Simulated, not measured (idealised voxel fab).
process module | voxel self aligned vias
cross-section cut | 255 nm wide | cells 5 nm
A cross-section is a grid of square cells, given in bands from the top down. A band is one or more rows of cells.
Each band's line starts with the height of the band's top and of its bottom, in nm. Then come its materials from left to right, each with its width in nm. One material with "throughout" fills the band from edge to edge. "air" is empty space.
Height 0 is the level under which the wafer as received is all one material. The lowest band goes on downwards, as in "0 down".
A width such as "30 to 40" changes by the same amount from each row of cells to the next, from the band's top row to its bottom row.
"no change" after a step means that no cell of the cross-section changed.
closed voids: empty space of 8 cells or more with no open way to the top, each as width x height at its distance from the left edge, in nm
after a step's settings: what the simulator itself notes on the step
overlay nm, on a step with a mask: how far to the right of its planned place the mask lay; to the left if negative
plan
1 op RECEIVE | material Si
2 op CONFORMAL_DEP | material SiO2 | thk nm 10
3 op CONFORMAL_DEP | material SiCN | thk nm 5
4 op DIRECTIONAL_DEP | material lowk | thk nm 25
5 op DIRECTIONAL_DEP | material aC | thk nm 10
6 op PATTERN | tone open | mask id LINES | material resist | width nm 25 | pitch nm 65 | thk nm 25 | overlay nm 0
7 op DIRECTIONAL_ETCH | etch materials aC | depth nm 10
8 op STRIP | etch materials resist
9 op DIRECTIONAL_ETCH | etch materials lowk | depth nm 25
10 op STRIP | etch materials aC
11 op CONFORMAL_DEP | material TiN | thk nm 5
12 op FILL_DEP | material W | thk nm 10
13 op CMP | height nm 40
14 op SELECTIVE_ETCH | etch materials W Ru TiN | depth nm 5
15 op FILL_DEP | material SiN | thk nm 5
16 op CMP | height nm 40
17 op DIRECTIONAL_DEP | material lowk | thk nm 15
18 op MASKED_ETCH | tone open | mask id VIAS | width nm 45 | pitch nm 130 | etch materials lowk | depth nm 15 | overlay nm 0
19 op MASKED_ETCH | tone open | mask id VIAS | width nm 45 | pitch nm 130 | etch materials SiN | depth nm 5 | overlay nm 0
20 op CONFORMAL_DEP | material TiN | thk nm 5
21 op FILL_DEP | material Ru | thk nm 5
22 op CMP | height nm 55
23 op CONFORMAL_DEP | material SiN | thk nm 5
as received, after step 1
  0 down: Si throughout
  closed voids: none
a wafer at the end: this start, this plan, one mistake
  60 to 55: SiN throughout
  55 to 40: lowk 40 | TiN 5 | Ru 35 | TiN 5 | lowk 85 | TiN 5 | Ru 35 | TiN 5 | lowk 40
  40 to 35: SiN 40 | TiN 45 | SiN 85 | TiN 45 | SiN 40
  35 to 15: lowk 50 | TiN 5 | W 15 | TiN 5 | lowk 40 | TiN 5 | W 15 | TiN 5 | lowk 40 | TiN 5 | W 15 | TiN 5 | lowk 50
  15 to 10: lowk 50 | TiN 25 | lowk 40 | TiN 25 | lowk 40 | TiN 25 | lowk 50
  10 to 0: SiO2 throughout
  0 down: Si throughout
  closed voids: none
what went wrong: step 3 was left out
